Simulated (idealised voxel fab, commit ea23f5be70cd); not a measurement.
Herein follows the process module entitled voxel transistor to metal.
Displayed cross-section: cut, width of 285 nm, square cells sized 5 nm.
Just so we're on the same page, the cross-sections are grids of square cells, and they're listed out in bands top to bottom, each band one or more rows deep.
Within each band entry, the heights of the top and of the bottom of the band appear first, in that order and in nm; the materials of the band then follow from left to right, each with its corresponding width in nm. The designation "edge to edge" on a single material indicates that it fills the band from edge to edge; the designation "empty" indicates empty space.
A quick word on heights: they are counted from 0, and under that level the wafer as it came to us is one material throughout. The lowest band is different from the rest in having no bottom; it simply continues downward, written as in "0 -> down".
Quick explanation for "30..40": the width changes in equal steps down the rows of cells, from the first number in the band's top row to the second number in its bottom row.
For the purposes of this document, the phrase "everything unchanged" attached to a step denotes that no cell within the cross-section was modified by that step.
The list in "Non-vented voids" covers empty spaces of 8 cells or more that cannot reach the top through any open way, and it gives each as width x height at distance; the distance is from the left edge, and width, height and distance are in nm.
Post-settings text on a step line: simulator's own remark regarding the step.
The line of a step may include "overlay nm". On a step with a mask, this value is how far to the right of its planned place the mask lay. A negative value means the mask lay to the left.
## Intended process steps
1,RECEIVE [material Si]
2,OXIDIZE [depth nm 5]
3,CONFORMAL_DEP [material SiN] [thk nm 15]
4,MASKED_ETCH [tone cover] [mask id ACTIVE] [width nm 115] [pitch nm 140] [etch materials SiN] [depth nm 15] [overlay nm 0]
5,MASKED_ETCH [tone cover] [mask id ACTIVE] [width nm 115] [pitch nm 140] [etch materials SiO2] [depth nm 5] [overlay nm 0]
6,MASKED_ETCH [tone cover] [mask id ACTIVE] [width nm 115] [pitch nm 140] [etch materials Si] [depth nm 30] [overlay nm 0]
7,OXIDIZE [depth nm 5]
8,FILL_DEP [material SiO2] [thk nm 5]
9,CMP [height nm 15]
10,SELECTIVE_ETCH [etch materials SiO2] [depth nm 5]
11,STRIP [etch materials SiN]
12,SELECTIVE_ETCH [etch materials SiO2] [depth nm 5]
13,OXIDIZE [depth nm 5]
14,DIRECTIONAL_DEP [material polySi] [thk nm 20]
15,DIRECTIONAL_DEP [material SiCN] [thk nm 10]
16,DIRECTIONAL_DEP [material aC] [thk nm 15]
17,PATTERN [tone cover] [mask id GATE] [material resist] [width nm 25] [pitch nm 140] [thk nm 30] [overlay nm 0]
18,DIRECTIONAL_ETCH [etch materials aC] [depth nm 15]
19,STRIP [etch materials resist]
20,DIRECTIONAL_ETCH [etch materials SiCN] [depth nm 20]
21,DIRECTIONAL_ETCH [etch materials polySi] [depth nm 30]
22,STRIP [etch materials aC]
23,CONFORMAL_DEP [material SiN] [thk nm 10]
24,DIRECTIONAL_ETCH [etch materials SiN] [depth nm 10]
25,DIRECTIONAL_ETCH [etch materials SiO2] [depth nm 5]
26,DIRECTIONAL_ETCH [etch materials Si] [depth nm 15]
27,EPI [material SiGe] [thk nm 15]
28,FILL_DEP [material SiO2] [thk nm 5]
29,CMP [height nm 15]
30,STRIP [etch materials polySi]
31,SELECTIVE_ETCH [etch materials SiO2] [depth nm 5]
32,CONFORMAL_DEP [material HfO2] [thk nm 5]
33,CONFORMAL_DEP [material TiN] [thk nm 5]
34,FILL_DEP [material W] [thk nm 5]
35,CMP [height nm 10]
36,DIRECTIONAL_DEP [material SiO2] [thk nm 15]
37,MASKED_ETCH [tone open] [mask id CONTACT] [width nm 20] [etch materials SiO2] [depth nm 35] [overlay nm 0]
38,CONFORMAL_DEP [material TiN] [thk nm 5]
39,FILL_DEP [material Ru] [thk nm 5]
40,CMP [height nm 25]
41,CONFORMAL_DEP [material SiCN] [thk nm 5]
42,DIRECTIONAL_DEP [material SiO2] [thk nm 25]
43,DIRECTIONAL_DEP [material aC] [thk nm 10]
44,PATTERN [tone open] [mask id METAL_1] [material resist] [width nm 20] [thk nm 30] [overlay nm 0]
45,DIRECTIONAL_ETCH [etch materials aC] [depth nm 10]
46,STRIP [etch materials resist]
47,DIRECTIONAL_ETCH [etch materials SiO2] [depth nm 25]
48,DIRECTIONAL_ETCH [etch materials SiCN] [depth nm 5]
49,STRIP [etch materials aC]
50,CONFORMAL_DEP [material TiN] [thk nm 5]
51,FILL_DEP [material W] [thk nm 5]
52,CMP [height nm 55]
53,CONFORMAL_DEP [material SiCN] [thk nm 5]
54,DIRECTIONAL_DEP [material SiO2] [thk nm 25]
55,MASKED_ETCH [tone open] [mask id METAL_2_HOLES] [width nm 15] [pitch nm 140] [etch materials SiO2] [depth nm 25] [overlay nm 0]
56,DIRECTIONAL_DEP [material aC] [thk nm 10]
57,PATTERN [tone open] [mask id METAL_2] [material resist] [width nm 20] [pitch nm 140] [thk nm 25] [overlay nm 0]
58,DIRECTIONAL_ETCH [etch materials aC] [depth nm 10]
59,STRIP [etch materials resist]
60,DIRECTIONAL_ETCH [etch materials SiO2] [depth nm 15]
61,DIRECTIONAL_ETCH [etch materials SiCN] [depth nm 5]
62,STRIP [etch materials aC]
63,CONFORMAL_DEP [material TiN] [thk nm 5]
64,FILL_DEP [material Cu] [thk nm 5]
65,CMP [height nm 85]
66,CONFORMAL_DEP [material SiCN] [thk nm 5]
Among the wafers covered here, the point of difference is the thk nm at step 38; their starting state is shared, and the plan presents the value of the first wafer.
## This is how the first of several wafers looked in cross-section when it arrived, which is after step 1
0 -> down = Si edge to edge
Non-vented voids: none
## Quick look at the cross-section of the first of several wafers after step 66, which wraps up the module
90 -> 85 = SiCN edge to edge
85 -> 75 = 20 SiO2 / 5 TiN / 10 Cu / 5 TiN / 120 SiO2 / 5 TiN / 10 Cu / 5 TiN / 105 SiO2
75 -> 70 = 20 SiO2 / 5 TiN / 5 Cu / 10 TiN / 120 SiO2 / 5 TiN / 5 Cu / 10 TiN / 105 SiO2
70 -> 60 = 20 SiO2 / 5 TiN / 5 Cu / 5 TiN / 125 SiO2 / 5 TiN / 5 Cu / 5 TiN / 110 SiO2
60 -> 55 = 20 SiCN / 15 TiN / 125 SiCN / 15 TiN / 110 SiCN
55 -> 30 = 20 SiO2 / 5 TiN / 10 W / 5 TiN / 65 SiO2 / 5 TiN / 10 W / 5 TiN / 35 SiO2 / 5 TiN / 10 W / 5 TiN / 65 SiO2 / 5 TiN / 10 W / 5 TiN / 20 SiO2
30 -> 25 = 20 SiCN / 20 TiN / 65 SiCN / 20 TiN / 35 SiCN / 20 TiN / 65 SiCN / 20 TiN / 20 SiCN
25 -> 10 = 20 SiO2 / 5 TiN / 10 Ru / 5 TiN / 65 SiO2 / 5 TiN / 10 Ru / 5 TiN / 35 SiO2 / 5 TiN / 10 Ru / 5 TiN / 65 SiO2 / 5 TiN / 10 Ru / 5 TiN / 20 SiO2
10 -> 5 = 20 SiO2 / 5 TiN / 5 Ru / 10 TiN / 10 SiO2 / 10 SiN / 5 HfO2 / 5 TiN / 5 W / 5 TiN / 5 HfO2 / 10 SiN / 10 SiO2 / 10 TiN / 5 Ru / 5 TiN / 35 SiO2 / 5 TiN / 5 Ru / 10 TiN / 10 SiO2 / 10 SiN / 5 HfO2 / 5 TiN / 5 W / 5 TiN / 5 HfO2 / 10 SiN / 10 SiO2 / 10 TiN / 5 Ru / 5 TiN / 20 SiO2
5 -> 0 = 10 SiO2 / 10 SiN / 5 TiN / 5 Ru / 5 TiN / 15 SiGe / 10 SiN / 5 HfO2 / 5 TiN / 5 W / 5 TiN / 5 HfO2 / 10 SiN / 15 SiGe / 5 TiN / 5 Ru / 5 TiN / 10 SiN / 15 SiO2 / 10 SiN / 5 TiN / 5 Ru / 5 TiN / 15 SiGe / 10 SiN / 5 HfO2 / 5 TiN / 5 W / 5 TiN / 5 HfO2 / 10 SiN / 15 SiGe / 5 TiN / 5 Ru / 5 TiN / 10 SiN / 10 SiO2
0 -> -5 = 10 SiO2 / 10 SiN / 5 TiN / 5 Ru / 5 TiN / 15 SiGe / 10 SiN / 5 HfO2 / 15 TiN / 5 HfO2 / 10 SiN / 15 SiGe / 5 TiN / 5 Ru / 5 TiN / 10 SiN / 15 SiO2 / 10 SiN / 5 TiN / 5 Ru / 5 TiN / 15 SiGe / 10 SiN / 5 HfO2 / 15 TiN / 5 HfO2 / 10 SiN / 15 SiGe / 5 TiN / 5 Ru / 5 TiN / 10 SiN / 10 SiO2
-5 -> -10 = 20 SiO2 / 15 TiN / 15 SiGe / 5 SiO2 / 35 HfO2 / 5 SiO2 / 15 SiGe / 15 TiN / 35 SiO2 / 15 TiN / 15 SiGe / 5 SiO2 / 35 HfO2 / 5 SiO2 / 15 SiGe / 15 TiN / 20 SiO2
-10 -> -25 = 20 SiO2 / 30 SiGe / 45 Si / 30 SiGe / 35 SiO2 / 30 SiGe / 45 Si / 30 SiGe / 20 SiO2
-25 -> -40 = 20 SiO2 / 105 Si / 35 SiO2 / 105 Si / 20 SiO2
-40 -> down = Si edge to edge
Non-vented voids: none
## A cross-section through the last wafer at the close of the module
90 -> 85 = SiCN edge to edge
85 -> 75 = 20 SiO2 / 5 TiN / 10 Cu / 5 TiN / 120 SiO2 / 5 TiN / 10 Cu / 5 TiN / 105 SiO2
75 -> 70 = 20 SiO2 / 5 TiN / 5 Cu / 10 TiN / 120 SiO2 / 5 TiN / 5 Cu / 10 TiN / 105 SiO2
70 -> 60 = 20 SiO2 / 5 TiN / 5 Cu / 5 TiN / 125 SiO2 / 5 TiN / 5 Cu / 5 TiN / 110 SiO2
60 -> 55 = 20 SiCN / 15 TiN / 125 SiCN / 15 TiN / 110 SiCN
55 -> 30 = 20 SiO2 / 5 TiN / 10 W / 5 TiN / 65 SiO2 / 5 TiN / 10 W / 5 TiN / 35 SiO2 / 5 TiN / 10 W / 5 TiN / 65 SiO2 / 5 TiN / 10 W / 5 TiN / 20 SiO2
30 -> 25 = 20 SiCN / 20 TiN / 65 SiCN / 20 TiN / 35 SiCN / 20 TiN / 65 SiCN / 20 TiN / 20 SiCN
25 -> 10 = 20 SiO2 / 20 TiN / 65 SiO2 / 20 TiN / 35 SiO2 / 20 TiN / 65 SiO2 / 20 TiN / 20 SiO2
10 -> 5 = 20 SiO2 / 20 TiN / 10 SiO2 / 10 SiN / 5 HfO2 / 5 TiN / 5 W / 5 TiN / 5 HfO2 / 10 SiN / 10 SiO2 / 20 TiN / 35 SiO2 / 20 TiN / 10 SiO2 / 10 SiN / 5 HfO2 / 5 TiN / 5 W / 5 TiN / 5 HfO2 / 10 SiN / 10 SiO2 / 20 TiN / 20 SiO2
5 -> 0 = 10 SiO2 / 10 SiN / 15 TiN / 15 SiGe / 10 SiN / 5 HfO2 / 5 TiN / 5 W / 5 TiN / 5 HfO2 / 10 SiN / 15 SiGe / 15 TiN / 10 SiN / 15 SiO2 / 10 SiN / 15 TiN / 15 SiGe / 10 SiN / 5 HfO2 / 5 TiN / 5 W / 5 TiN / 5 HfO2 / 10 SiN / 15 SiGe / 15 TiN / 10 SiN / 10 SiO2
0 -> -5 = 10 SiO2 / 10 SiN / 15 TiN / 15 SiGe / 10 SiN / 5 HfO2 / 15 TiN / 5 HfO2 / 10 SiN / 15 SiGe / 15 TiN / 10 SiN / 15 SiO2 / 10 SiN / 15 TiN / 15 SiGe / 10 SiN / 5 HfO2 / 15 TiN / 5 HfO2 / 10 SiN / 15 SiGe / 15 TiN / 10 SiN / 10 SiO2
-5 -> -10 = 20 SiO2 / 15 TiN / 15 SiGe / 5 SiO2 / 35 HfO2 / 5 SiO2 / 15 SiGe / 15 TiN / 35 SiO2 / 15 TiN / 15 SiGe / 5 SiO2 / 35 HfO2 / 5 SiO2 / 15 SiGe / 15 TiN / 20 SiO2
-10 -> -25 = 20 SiO2 / 30 SiGe / 45 Si / 30 SiGe / 35 SiO2 / 30 SiGe / 45 Si / 30 SiGe / 20 SiO2
-25 -> -40 = 20 SiO2 / 105 Si / 35 SiO2 / 105 Si / 20 SiO2
-40 -> down = Si edge to edge
Non-vented voids: none
## wafer rows; end of module; cells per material since receipt: (+) gained, (-) lost; then closed voids
thk nm 5, +14 Cu, +26 HfO2, +36 Ru, -276 Si, +149 SiCN, +108 SiGe, +40 SiN, +723 SiO2, +162 TiN, +44 W, Non-vented voids: none
thk nm 10, +14 Cu, +26 HfO2, -276 Si, +149 SiCN, +108 SiGe, +40 SiN, +723 SiO2, +198 TiN, +44 W, Non-vented voids: none
thk nm 15, +14 Cu, +26 HfO2, -276 Si, +149 SiCN, +108 SiGe, +40 SiN, +723 SiO2, +198 TiN, +44 W, Non-vented voids: none
thk nm 20, +14 Cu, +26 HfO2, -276 Si, +149 SiCN, +108 SiGe, +40 SiN, +723 SiO2, +198 TiN, +44 W, Non-vented voids: none
